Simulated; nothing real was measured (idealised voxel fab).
The name of this process module is voxel transistor to metal.
Xsec cut, 285 nm wide, square cell size 5 nm.
Throughout this document, each cross-section is represented as a grid of square cells and is presented as a sequence of bands enumerated from the top downward, where a band comprises one or more rows of cells. What a band's entry tells you: where the top is and where the bottom is, as heights in nm, and after that what lies inside, material by material from left to right, each with its width in nm. Empty space is written as the word "blank", and a single material marked with the word "everywhere" occupies the band from edge to edge. Ref level 0: as-received wafer is one material below here. Bottom band extends down with no lower bound ("0..down"). You'd read "30 to 40" like this: the band's top row of cells is as wide as the first number, its bottom row is as wide as the second, and going down, every row changes width by the same amount as the row before did. Key: "everything unchanged" - step with no changed cell in the cross-section. "Enclosed cavity list" means: voids of 8 cells or more that are shut off from the top with no open way through. Written width x height at distance, distance from the left edge, in nm. Heads up: the bit after the settings on a step's line is the simulator's remark on that step. The "overlay nm" setting may appear on a step's line; for a step that uses a mask, it gives how far to the right of its planned position the mask lay, and a negative value indicates the left.

SO HERE'S THE LINEUP OF PROCESS STEPS WE PLANNED
1. RECEIVE | material Si
2. OXIDIZE | depth nm 5
3. CONFORMAL_DEP | material SiN | thk nm 10
4. PATTERN | tone cover | mask id ACTIVE | material resist | width nm 110 | pitch nm 135 | thk nm 20 | overlay nm 0
5. DIRECTIONAL_ETCH | etch materials SiN | depth nm 10
6. DIRECTIONAL_ETCH | etch materials SiO2 | depth nm 5
7. DIRECTIONAL_ETCH | etch materials Si | depth nm 30
8. STRIP | etch materials resist
9. OXIDIZE | depth nm 5
10. FILL_DEP | material SiO2 | thk nm 10
11. CMP | height nm 10
12. SELECTIVE_ETCH | etch materials SiO2 | depth nm 10
13. STRIP | etch materials SiN
14. SELECTIVE_ETCH | etch materials SiO2 | depth nm 5
15. OXIDIZE | depth nm 5
16. DIRECTIONAL_DEP | material polySi | thk nm 30
17. DIRECTIONAL_DEP | material SiCN | thk nm 15
18. PATTERN | tone cover | mask id GATE | material resist | width nm 20 | pitch nm 135 | thk nm 20 | overlay nm 0
19. DIRECTIONAL_ETCH | etch materials SiCN | depth nm 25
20. DIRECTIONAL_ETCH | etch materials polySi | depth nm 40
21. STRIP | etch materials resist
22. CONFORMAL_DEP | material SiO2 | thk nm 5
23. DIRECTIONAL_ETCH | etch materials SiO2 | depth nm 5
24. CONFORMAL_DEP | material SiN | thk nm 10
25. DIRECTIONAL_ETCH | etch materials SiN | depth nm 10
26. DIRECTIONAL_ETCH | etch materials SiO2 | depth nm 5
27. DIRECTIONAL_ETCH | etch materials Si | depth nm 10
28. EPI | material pSi | thk nm 10
29. FILL_DEP | material SiO2 | thk nm 5
30. CMP | height nm 25
31. STRIP | etch materials polySi
32. SELECTIVE_ETCH | etch materials SiO2 | depth nm 5
33. CONFORMAL_DEP | material HfO2 | thk nm 5
34. CONFORMAL_DEP | material TiN | thk nm 5
35. FILL_DEP | material W | thk nm 10
36. CMP | height nm 20
37. DIRECTIONAL_DEP | material SiO2 | thk nm 10
38. MASKED_ETCH | tone open | mask id CONTACT | width nm 15 | etch materials SiO2 | depth nm 40 | overlay nm 0
39. CONFORMAL_DEP | material TiN | thk nm 5
40. FILL_DEP | material Ru | thk nm 10
41. CMP | height nm 30
42. CONFORMAL_DEP | material SiN | thk nm 5
43. DIRECTIONAL_DEP | material lowk | thk nm 20
44. MASKED_ETCH | tone open | mask id METAL_1 | width nm 15 | etch materials lowk | depth nm 20 | overlay nm 0
45. MASKED_ETCH | tone open | mask id METAL_1 | width nm 15 | etch materials SiN | depth nm 5 | overlay nm 0
46. CONFORMAL_DEP | material TiN | thk nm 5
47. FILL_DEP | material Ru | thk nm 10
48. CMP | height nm 55
49. CONFORMAL_DEP | material SiCN | thk nm 5
50. DIRECTIONAL_DEP | material lowk | thk nm 30
51. PATTERN | tone open | mask id METAL_2 | material resist | width nm 15 | pitch nm 135 | thk nm 15 | overlay nm 0
52. DIRECTIONAL_ETCH | etch materials lowk | depth nm 20
53. STRIP | etch materials resist
54. MASKED_ETCH | tone open | mask id METAL_2_HOLES | width nm 15 | pitch nm 135 | etch materials lowk | depth nm 10 | overlay nm 0
55. MASKED_ETCH | tone open | mask id METAL_2_HOLES | width nm 15 | pitch nm 135 | etch materials SiCN | depth nm 5 | overlay nm 0
56. CONFORMAL_DEP | material TiN | thk nm 5
57. FILL_DEP | material Cu | thk nm 10
58. CMP | height nm 90
59. CONFORMAL_DEP | material SiCN | thk nm 5
The plan's step 18 width nm is the first wafer's value; the wafers differ in this setting and start identical.

AS-RECEIVED STATE AFTER STEP 1, FIRST OF SEVERAL WAFERS, CROSS-SECTION
* 0..down | Si everywhere
* Enclosed cavity list: none

LAST STEP OF THE MODULE IS STEP 59; AFTER IT, THE FIRST OF SEVERAL WAFERS IN CROSS-SECTION
* 95..90 | SiCN everywhere
* 90..60 | 30 of lowk; 5 of TiN; 5 of Cu; 5 of TiN; 120 of lowk; 5 of TiN; 5 of Cu; 5 of TiN; 105 of lowk
* 60..55 | 30 of SiCN; 15 of TiN; 120 of SiCN; 15 of TiN; 105 of SiCN
* 55..35 | 30 of lowk; 5 of TiN; 5 of Ru; 5 of TiN; 60 of lowk; 5 of TiN; 5 of Ru; 5 of TiN; 45 of lowk; 5 of TiN; 5 of Ru; 5 of TiN; 60 of lowk; 5 of TiN; 5 of Ru; 5 of TiN; 30 of lowk
* 35..30 | 30 of SiN; 15 of TiN; 60 of SiN; 15 of TiN; 45 of SiN; 15 of TiN; 60 of SiN; 15 of TiN; 30 of SiN
* 30..20 | 30 of SiO2; 5 of TiN; 5 of Ru; 5 of TiN; 60 of SiO2; 5 of TiN; 5 of Ru; 5 of TiN; 45 of SiO2; 5 of TiN; 5 of Ru; 5 of TiN; 60 of SiO2; 5 of TiN; 5 of Ru; 5 of TiN; 30 of SiO2
* 20..5 | 30 of SiO2; 5 of TiN; 5 of Ru; 5 of TiN; 5 of SiO2; 10 of SiN; 5 of HfO2; 5 of TiN; 10 of W; 5 of TiN; 5 of HfO2; 10 of SiN; 5 of SiO2; 5 of TiN; 5 of Ru; 5 of TiN; 45 of SiO2; 5 of TiN; 5 of Ru; 5 of TiN; 5 of SiO2; 10 of SiN; 5 of HfO2; 5 of TiN; 10 of W; 5 of TiN; 5 of HfO2; 10 of SiN; 5 of SiO2; 5 of TiN; 5 of Ru; 5 of TiN; 30 of SiO2
* 5..0 | 30 of SiO2; 15 of TiN; 5 of SiO2; 10 of SiN; 5 of HfO2; 5 of TiN; 10 of W; 5 of TiN; 5 of HfO2; 10 of SiN; 5 of SiO2; 15 of TiN; 45 of SiO2; 15 of TiN; 5 of SiO2; 10 of SiN; 5 of HfO2; 5 of TiN; 10 of W; 5 of TiN; 5 of HfO2; 10 of SiN; 5 of SiO2; 15 of TiN; 30 of SiO2
* 0..-5 | 30 of SiO2; 10 of TiN; 10 of pSi; 10 of SiN; 5 of HfO2; 20 of TiN; 5 of HfO2; 10 of SiN; 10 of pSi; 10 of TiN; 45 of SiO2; 10 of TiN; 10 of pSi; 10 of SiN; 5 of HfO2; 20 of TiN; 5 of HfO2; 10 of SiN; 10 of pSi; 10 of TiN; 30 of SiO2
* -5..-10 | 30 of SiO2; 10 of TiN; 10 of pSi; 10 of SiO2; 30 of HfO2; 10 of SiO2; 10 of pSi; 10 of TiN; 45 of SiO2; 10 of TiN; 10 of pSi; 10 of SiO2; 30 of HfO2; 10 of SiO2; 10 of pSi; 10 of TiN; 30 of SiO2
* -10..-20 | 25 of SiO2; 25 of pSi; 50 of Si; 25 of pSi; 35 of SiO2; 25 of pSi; 50 of Si; 25 of pSi; 25 of SiO2
* -20..-40 | 25 of SiO2; 100 of Si; 35 of SiO2; 100 of Si; 25 of SiO2
* -40..down | Si everywhere
* Enclosed cavity list: none

LAST WAFER OF THE SET, CROSS-SECTIONED AT END OF MODULE
* 95..90 | SiCN everywhere
* 90..60 | 30 of lowk; 5 of TiN; 5 of Cu; 5 of TiN; 120 of lowk; 5 of TiN; 5 of Cu; 5 of TiN; 105 of lowk
* 60..55 | 30 of SiCN; 15 of TiN; 120 of SiCN; 15 of TiN; 105 of SiCN
* 55..35 | 30 of lowk; 5 of TiN; 5 of Ru; 5 of TiN; 60 of lowk; 5 of TiN; 5 of Ru; 5 of TiN; 45 of lowk; 5 of TiN; 5 of Ru; 5 of TiN; 60 of lowk; 5 of TiN; 5 of Ru; 5 of TiN; 30 of lowk
* 35..30 | 30 of SiN; 15 of TiN; 60 of SiN; 15 of TiN; 45 of SiN; 15 of TiN; 60 of SiN; 15 of TiN; 30 of SiN
* 30..25 | 30 of SiO2; 5 of TiN; 5 of Ru; 5 of TiN; 60 of SiO2; 5 of TiN; 5 of Ru; 5 of TiN; 45 of SiO2; 5 of TiN; 5 of Ru; 5 of TiN; 60 of SiO2; 5 of TiN; 5 of Ru; 5 of TiN; 30 of SiO2
* 25..20 | 30 of SiO2; 15 of TiN; 60 of SiO2; 15 of TiN; 45 of SiO2; 15 of TiN; 60 of SiO2; 15 of TiN; 30 of SiO2
* 20..0 | 30 of SiO2; 10 of TiN; 10 of SiN; 5 of HfO2; 5 of TiN; 35 of W; 5 of TiN; 5 of HfO2; 10 of SiN; 5 of TiN; 45 of SiO2; 10 of TiN; 10 of SiN; 5 of HfO2; 5 of TiN; 35 of W; 5 of TiN; 5 of HfO2; 10 of SiN; 5 of TiN; 30 of SiO2
* 0..-5 | 30 of SiO2; 10 of pSi; 10 of SiN; 5 of HfO2; 45 of TiN; 5 of HfO2; 10 of SiN; 10 of pSi; 40 of SiO2; 10 of pSi; 10 of SiN; 5 of HfO2; 45 of TiN; 5 of HfO2; 10 of SiN; 10 of pSi; 25 of SiO2
* -5..-10 | 30 of SiO2; 10 of pSi; 10 of SiO2; 55 of HfO2; 10 of SiO2; 10 of pSi; 40 of SiO2; 10 of pSi; 10 of SiO2; 55 of HfO2; 10 of SiO2; 10 of pSi; 25 of SiO2
* -10..-20 | 25 of SiO2; 15 of pSi; 75 of Si; 10 of pSi; 35 of SiO2; 15 of pSi; 75 of Si; 10 of pSi; 25 of SiO2
* -20..-40 | 25 of SiO2; 100 of Si; 35 of SiO2; 100 of Si; 25 of SiO2
* -40..down | Si everywhere
* Enclosed cavity list: none

ROWS = WAFERS. AT MODULE END, EACH ROW LISTS PER MATERIAL THE CELLS GAINED (+) OR LOST (-) SINCE THE WAFER WAS RECEIVED, THEN THE CLOSED VOIDS
width nm 20, +12 Cu, +32 HfO2, +36 Ru, -256 Si, +108 SiCN, +85 SiN, +342 SiO2, +166 TiN, +16 W, +486 lowk, +56 pSi, Enclosed cavity list: none
width nm 25, +12 Cu, +34 HfO2, +36 Ru, -252 Si, +108 SiCN, +85 SiN, +334 SiO2, +164 TiN, +24 W, +486 lowk, +52 pSi, Enclosed cavity list: none
width nm 30, +12 Cu, +36 HfO2, +36 Ru, -248 Si, +108 SiCN, +85 SiN, +326 SiO2, +162 TiN, +32 W, +486 lowk, +48 pSi, Enclosed cavity list: none
width nm 35, +12 Cu, +38 HfO2, +28 Ru, -244 Si, +108 SiCN, +85 SiN, +326 SiO2, +160 TiN, +40 W, +486 lowk, +44 pSi, Enclosed cavity list: none
width nm 40, +12 Cu, +40 HfO2, +20 Ru, -240 Si, +108 SiCN, +85 SiN, +326 SiO2, +158 TiN, +48 W, +486 lowk, +40 pSi, Enclosed cavity list: none
width nm 45, +12 Cu, +42 HfO2, +20 Ru, -236 Si, +108 SiCN, +85 SiN, +322 SiO2, +152 TiN, +56 W, +486 lowk, +36 pSi, Enclosed cavity list: none
